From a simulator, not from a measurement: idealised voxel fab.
The following process module bears the name voxel transistor to metal.
Cross-section cut: width 185 nm, square cells of 5 nm.
The cross-sections in this document take the form of a grid made of square cells. They are written out as bands, in order from top to bottom. Each band consists of one or more rows of cells. It is stipulated that each band's entry specify, in nanometres, the height of the top of the band and then that of its bottom, followed by the materials of the band in left-to-right sequence, each together with its width in nanometres. A single material marked by the word "everywhere" is understood to fill the band from edge to edge; the word "blank" is understood to denote empty space. We count height from 0. Below that, the starting wafer is all one material. The lowest band never ends at the bottom but goes on down; see "0 nm and below" for how that is written. The two numbers in a width such as "30->40" mark its ends across the band: the first belongs to the top row of cells, the second to the bottom row, and from each row to the next the width moves by the same amount. No cell of the cross-section changed in a step that is given as "everything unchanged". Entry "Enclosed voids". Content: empty spaces with no open connection to the top, size 8 cells or greater. Each: width x height at distance. Distance: from left edge. Unit: nm. On each step's line, the part that comes after the settings is the simulator's own comment on the step. overlay nm: how far to the right of its planned place the mask lay on this masked step (negative: to the left).

Listed below are the process steps as planned:
1. RECEIVE [material Si]
2. OXIDIZE [depth nm 5]
3. CONFORMAL_DEP [material SiN] [thk nm 10]
4. MASKED_ETCH [tone cover] [mask id ACTIVE] [width nm 115] [etch materials SiN] [depth nm 10] [overlay nm 0]
5. MASKED_ETCH [tone cover] [mask id ACTIVE] [width nm 115] [etch materials SiO2] [depth nm 5] [overlay nm 0]
6. MASKED_ETCH [tone cover] [mask id ACTIVE] [width nm 115] [etch materials Si] [depth nm 35] [overlay nm 0]
7. OXIDIZE [depth nm 5]
8. FILL_DEP [material SiO2] [thk nm 10]
9. CMP [height nm 10]
10. SELECTIVE_ETCH [etch materials SiO2] [depth nm 10]
11. STRIP [etch materials SiN]
12. SELECTIVE_ETCH [etch materials SiO2] [depth nm 5]
13. OXIDIZE [depth nm 5]
14. DIRECTIONAL_DEP [material polySi] [thk nm 25]
15. DIRECTIONAL_DEP [material SiCN] [thk nm 15]
16. PATTERN [tone cover] [mask id GATE] [material resist] [width nm 35] [thk nm 20] [overlay nm 0]
17. DIRECTIONAL_ETCH [etch materials SiCN] [depth nm 25]
18. DIRECTIONAL_ETCH [etch materials polySi] [depth nm 35]
19. STRIP [etch materials resist]
20. CONFORMAL_DEP [material SiN] [thk nm 10]
21. DIRECTIONAL_ETCH [etch materials SiN] [depth nm 10]
22. DIRECTIONAL_ETCH [etch materials SiO2] [depth nm 5]
23. DIRECTIONAL_ETCH [etch materials Si] [depth nm 15]
24. EPI [material pSi] [thk nm 15]
25. FILL_DEP [material SiO2] [thk nm 10]
26. CMP [height nm 20]
27. STRIP [etch materials polySi]
28. SELECTIVE_ETCH [etch materials SiO2] [depth nm 5]
29. CONFORMAL_DEP [material HfO2] [thk nm 5]
30. CONFORMAL_DEP [material TiN] [thk nm 5]
31. FILL_DEP [material W] [thk nm 10]
32. CMP [height nm 15]
33. DIRECTIONAL_DEP [material SiO2] [thk nm 10]
34. PATTERN [tone open] [mask id CONTACT] [material resist] [width nm 15] [pitch nm 80] [thk nm 20] [overlay nm 0]
35. DIRECTIONAL_ETCH [etch materials SiO2] [depth nm 35]
36. STRIP [etch materials resist]
37. CONFORMAL_DEP [material TiN] [thk nm 5]
38. FILL_DEP [material W] [thk nm 5]
39. CMP [height nm 25]
40. CONFORMAL_DEP [material SiN] [thk nm 5]
41. DIRECTIONAL_DEP [material SiO2] [thk nm 15]
42. MASKED_ETCH [tone open] [mask id METAL_1] [width nm 15] [pitch nm 80] [etch materials SiO2] [depth nm 5] [overlay nm 0]
43. MASKED_ETCH [tone open] [mask id METAL_1] [width nm 15] [pitch nm 80] [etch materials SiN] [depth nm 5] [overlay nm 0]
44. CONFORMAL_DEP [material TiN] [thk nm 5]
45. FILL_DEP [material Cu] [thk nm 10]
46. CMP [height nm 45]
47. CONFORMAL_DEP [material SiCN] [thk nm 5]
48. DIRECTIONAL_DEP [material SiO2] [thk nm 30]
49. MASKED_ETCH [tone open] [mask id METAL_2] [width nm 15] [pitch nm 80] [etch materials SiO2] [depth nm 20] [overlay nm 0]
50. PATTERN [tone open] [mask id METAL_2_HOLES] [material resist] [width nm 15] [pitch nm 80] [thk nm 20] [overlay nm 0]
51. DIRECTIONAL_ETCH [etch materials SiO2] [depth nm 10]
52. DIRECTIONAL_ETCH [etch materials SiCN] [depth nm 5]
53. STRIP [etch materials resist]
54. CONFORMAL_DEP [material TiN] [thk nm 5]
55. FILL_DEP [material Cu] [thk nm 10]
56. CMP [height nm 80]
57. CONFORMAL_DEP [material SiN] [thk nm 5]
All wafers enter the flow in the same state. The depth nm at step 42 differs from wafer to wafer, and the plan gives the value for the first wafer.

Cross-section of the first incoming wafer of several, state after step 1:
	0 nm and below: Si everywhere
	Enclosed voids: none

Where each wafer stands at the end of the module, a row apiece: cells of each material gained (+) or lost (-) since it was received, then closed voids:
depth nm 5; +12 Cu; +17 HfO2; -216 Si; +31 SiCN; +90 SiN; +561 SiO2; +71 TiN; +15 W; +48 pSi; Enclosed voids: none
depth nm 10; +14 Cu; +17 HfO2; -216 Si; +31 SiCN; +90 SiN; +555 SiO2; +75 TiN; +15 W; +48 pSi; Enclosed voids: none
depth nm 15; +18 Cu; +17 HfO2; -216 Si; +31 SiCN; +84 SiN; +549 SiO2; +83 TiN; +15 W; +48 pSi; Enclosed voids: none
depth nm 20; +18 Cu; +17 HfO2; -216 Si; +31 SiCN; +84 SiN; +549 SiO2; +83 TiN; +15 W; +48 pSi; Enclosed voids: none
depth nm 25; +18 Cu; +17 HfO2; -216 Si; +31 SiCN; +84 SiN; +549 SiO2; +83 TiN; +15 W; +48 pSi; Enclosed voids: none
depth nm 30; +18 Cu; +17 HfO2; -216 Si; +31 SiCN; +84 SiN; +549 SiO2; +83 TiN; +15 W; +48 pSi; Enclosed voids: none
